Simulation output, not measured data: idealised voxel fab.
The document below concerns the process module designated voxel self aligned vias.
Cross-section cut spans 230 nm and uses square cells 5 nm in size.
Notation: cross-section as square-cell grid; stated in bands, top first, going down; one or more cell rows per band. Top, bottom (nm), then materials left to right with widths (nm); lone material tagged "everywhere" fills the whole band edge to edge; "empty" = empty space. All heights in this document are referenced to 0, defined as the level beneath which the wafer, as received, consists entirely of one material. The lowest band is not bounded below; it extends indefinitely downward and is written in the form "z 0 and below". A two-number width, for instance "30->40", indicates that the width is equal to the first number in the top row of the band and to the second number in the bottom row, and that it changes by a constant amount per row of cells. "stayed the same" (step): cross-section cells unchanged, all of them. Closed empty spaces (no open way to the top) of 8 cells or more are what "Closed void inventory" lists, each as width x height at distance from the left edge, nm for all three. Whatever follows a step's settings on its line is a remark the simulator itself makes about that step. overlay nm: step with mask; distance mask lay right of planned place; negative value = left of planned place.
**Steps planned for the process**
1: RECEIVE: material Si
2: CONFORMAL_DEP: material SiO2, thk nm 10
3: CONFORMAL_DEP: material SiCN, thk nm 5
4: DIRECTIONAL_DEP: material SiO2, thk nm 30
5: DIRECTIONAL_DEP: material aC, thk nm 15
6: PATTERN: tone open, mask id LINES, material resist, width nm 25, pitch nm 55, thk nm 30, overlay nm 0
7: DIRECTIONAL_ETCH: etch materials aC, depth nm 15
8: STRIP: etch materials resist
9: DIRECTIONAL_ETCH: etch materials SiO2, depth nm 30
10: STRIP: etch materials aC
11: CONFORMAL_DEP: material TiN, thk nm 5
12: FILL_DEP: material W, thk nm 5
13: CMP: height nm 45
14: SELECTIVE_ETCH: etch materials W Ru TiN, depth nm 10
15: FILL_DEP: material SiN, thk nm 5
16: CMP: height nm 45
17: DIRECTIONAL_DEP: material SiO2, thk nm 15
18: DIRECTIONAL_DEP: material aC, thk nm 10
19: PATTERN: tone open, mask id VIAS, material resist, width nm 35, pitch nm 55, thk nm 25, overlay nm 0
20: DIRECTIONAL_ETCH: etch materials aC, depth nm 10
21: STRIP: etch materials resist
22: DIRECTIONAL_ETCH: etch materials SiO2, depth nm 15
23: DIRECTIONAL_ETCH: etch materials SiN, depth nm 10
24: STRIP: etch materials aC
25: CONFORMAL_DEP: material TiN, thk nm 5
26: FILL_DEP: material Ru, thk nm 5
27: CMP: height nm 60
28: CONFORMAL_DEP: material SiCN, thk nm 5
**So this is the incoming wafer in cross-section - it's already been through step 1**
> z 0 and below | Si everywhere
> Closed void inventory: none
**The first of the two wafers as seen in cross-section once the module was finished; processing followed the plan**
> z 65 to 60 | SiCN everywhere
> z 60 to 50 | SiO2=40  TiN=5  Ru=25  TiN=5  SiO2=20  TiN=5  Ru=25  TiN=5  SiO2=20  TiN=5  Ru=25  TiN=5  SiO2=45
> z 50 to 40 | SiO2=40->45  TiN=10->5  Ru=15  TiN=10->5  SiO2=20->30  TiN=10->5  Ru=15  TiN=10->5  SiO2=20->30  TiN=10->5  Ru=15  TiN=10->5  SiO2=45->50
> z 40 to 35 | SiO2=45  TiN=25  SiO2=30  TiN=25  SiO2=30  TiN=25  SiO2=50
> z 35 to 20 | SiO2=45  TiN=5  W=15  TiN=5  SiO2=30  TiN=5  W=15  TiN=5  SiO2=30  TiN=5  W=15  TiN=5  SiO2=50
> z 20 to 15 | SiO2=45  TiN=25  SiO2=30  TiN=25  SiO2=30  TiN=25  SiO2=50
> z 15 to 10 | SiCN everywhere
> z 10 to 0 | SiO2 everywhere
> z 0 and below | Si everywhere
> Closed void inventory: none
**Second wafer cross-section at end of module - shared start and plan with the first, one mistake in the run**
> z 65 to 60 | SiCN everywhere
> z 60 to 40 | SiO2=40  TiN=5  Ru=25  TiN=5  SiO2=20  TiN=5  Ru=25  TiN=5  SiO2=20  TiN=5  Ru=25  TiN=5  SiO2=45
> z 40 to 35 | SiO2=40  TiN=35  SiO2=20  TiN=35  SiO2=20  TiN=35  SiO2=45
> z 35 to 30 | SiO2=40  TiN=10  W=15  TiN=10  SiO2=20  TiN=10  W=15  TiN=10  SiO2=20  TiN=10  W=15  TiN=10  SiO2=45
> z 30 to 20 | SiO2=45  TiN=5  W=15  TiN=5  SiO2=30  TiN=5  W=15  TiN=5  SiO2=30  TiN=5  W=15  TiN=5  SiO2=50
> z 20 to 15 | SiO2=45  TiN=25  SiO2=30  TiN=25  SiO2=30  TiN=25  SiO2=50
> z 15 to 10 | SiCN everywhere
> z 10 to 0 | SiO2 everywhere
> z 0 and below | Si everywhere
> Closed void inventory: none
Which mistake was made when the wafer was run? plan step 22 was twice executed
FYI, end of process, the second wafer has more or fewer cells of some materials than the first: Ru +12, SiO2 -18, TiN +6
